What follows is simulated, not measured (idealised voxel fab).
process module | voxel capacitor over wiring
cross-section cut | 230 nm wide | cells 5 nm
A cross-section is a grid of square cells, given in bands from the top down. A band is one or more rows of cells.
Each band's line starts with the height of the band's top and of its bottom, in nm. Then come its materials from left to right, each with its width in nm. One material with "throughout" fills the band from edge to edge. "air" is empty space.
Height 0 is the level under which the wafer as received is all one material. The lowest band goes on downwards, as in "0 down".
A width such as "30 to 40" changes by the same amount from each row of cells to the next, from the band's top row to its bottom row.
"no change" after a step means that no cell of the cross-section changed.
closed voids: empty space of 8 cells or more with no open way to the top, each as width x height at its distance from the left edge, in nm
after a step's settings: what the simulator itself notes on the step
overlay nm, on a step with a mask: how far to the right of its planned place the mask lay; to the left if negative
plan
1 op RECEIVE | material Si
2 op CONFORMAL_DEP | material SiO2 | thk nm 10
3 op CONFORMAL_DEP | material SiCN | thk nm 5
4 op DIRECTIONAL_DEP | material lowk | thk nm 20
5 op MASKED_ETCH | tone open | mask id METAL_1 | width nm 30 | pitch nm 90 | etch materials lowk | depth nm 20 | overlay nm 0
6 op MASKED_ETCH | tone open | mask id METAL_1 | width nm 30 | pitch nm 90 | etch materials SiCN | depth nm 5 | overlay nm 0
7 op CONFORMAL_DEP | material TiN | thk nm 5
8 op FILL_DEP | material W | thk nm 10
9 op CMP | height nm 35
10 op EPI | material Ru | thk nm 5
11 op FILL_DEP | material SiCN | thk nm 5
12 op DIRECTIONAL_DEP | material SiO2 | thk nm 15
13 op MASKED_ETCH | tone open | mask id PLUG_1 | width nm 15 | etch materials SiO2 | depth nm 15 | overlay nm 0
14 op MASKED_ETCH | tone open | mask id PLUG_1 | width nm 15 | etch materials SiCN | depth nm 5 | overlay nm 0
15 op EPI | material Ru | thk nm 10
16 op EPI | material Ru | thk nm 10
17 op DIRECTIONAL_DEP | material TiN | thk nm 5
18 op DIRECTIONAL_DEP | material SiN | thk nm 5
19 op DIRECTIONAL_DEP | material TiN | thk nm 5
20 op PATTERN | tone cover | mask id UPPER_PLATE | material resist | width nm 65 | thk nm 15 | overlay nm 0
21 op DIRECTIONAL_ETCH | etch materials TiN | depth nm 5
22 op DIRECTIONAL_ETCH | etch materials SiN | depth nm 5
23 op STRIP | etch materials resist
24 op MASKED_ETCH | tone cover | mask id LOWER_PLATE | width nm 75 | etch materials TiN | depth nm 5 | overlay nm 0
25 op FILL_DEP | material SiO2 | thk nm 20
26 op CMP | height nm 90
27 op PATTERN | tone open | mask id PLUG_2 | material resist | width nm 15 | thk nm 20 | overlay nm 0
28 op DIRECTIONAL_ETCH | etch materials SiO2 | depth nm 15
29 op STRIP | etch materials resist
30 op CONFORMAL_DEP | material TiN | thk nm 5
31 op FILL_DEP | material Ru | thk nm 10
32 op CMP | height nm 90
33 op CONFORMAL_DEP | material SiN | thk nm 5
as received, after step 1
  0 down: Si throughout
  closed voids: none
first wafer at the end, as planned
  95 to 90: SiN throughout
  90 to 80: SiO2 80 | TiN 5 | Ru 5 | TiN 5 | SiO2 135
  80 to 70: SiO2 80 to 70 | TiN 15 to 65 | SiO2 135 to 95
  70 to 65: SiO2 70 | SiN 65 | SiO2 95
  65 to 60: SiO2 65 | TiN 75 | SiO2 90
  60 to 45: SiO2 70 | Ru 15 | SiO2 145
  45 to 40: SiCN 70 | Ru 15 | SiCN 145
  40 to 35: SiCN 50 | Ru 40 | SiCN 50 | Ru 40 | SiCN 50
  35 to 15: lowk 55 | TiN 5 | W 20 | TiN 5 | lowk 60 | TiN 5 | W 20 | TiN 5 | lowk 55
  15 to 10: SiCN 55 | TiN 30 | SiCN 60 | TiN 30 | SiCN 55
  10 to 0: SiO2 throughout
  0 down: Si throughout
  closed voids: none
second wafer at the end: like start, like plan, one mistake
  95 to 90: SiN throughout
  90 to 80: SiO2 80 | TiN 5 | Ru 5 | TiN 5 | SiO2 135
  80 to 70: SiO2 80 to 70 | TiN 15 to 65 | SiO2 135 to 95
  70 to 65: SiO2 70 | SiN 65 | SiO2 95
  65 to 60: SiO2 65 | TiN 75 | SiO2 90
  60 to 45: SiO2 70 | Ru 15 | SiO2 145
  45 to 40: SiCN 75 | Ru 10 | SiCN 145
  40 to 35: SiCN 50 | Ru 40 | SiCN 50 | Ru 40 | SiCN 50
  35 to 15: lowk 55 | TiN 5 | W 20 | TiN 5 | lowk 60 | TiN 5 | W 20 | TiN 5 | lowk 55
  15 to 10: SiCN 55 | TiN 30 | SiCN 60 | TiN 30 | SiCN 55
  10 to 0: SiO2 throughout
  0 down: Si throughout
  closed voids: none
what went wrong: step 14 ran as: op MASKED_ETCH | tone open | mask id PLUG_1 | width nm 15 | etch materials SiCN | depth nm 5 | overlay nm 5
at the end the second wafer has, in cells: 1 fewer of Ru | 1 more of SiCN
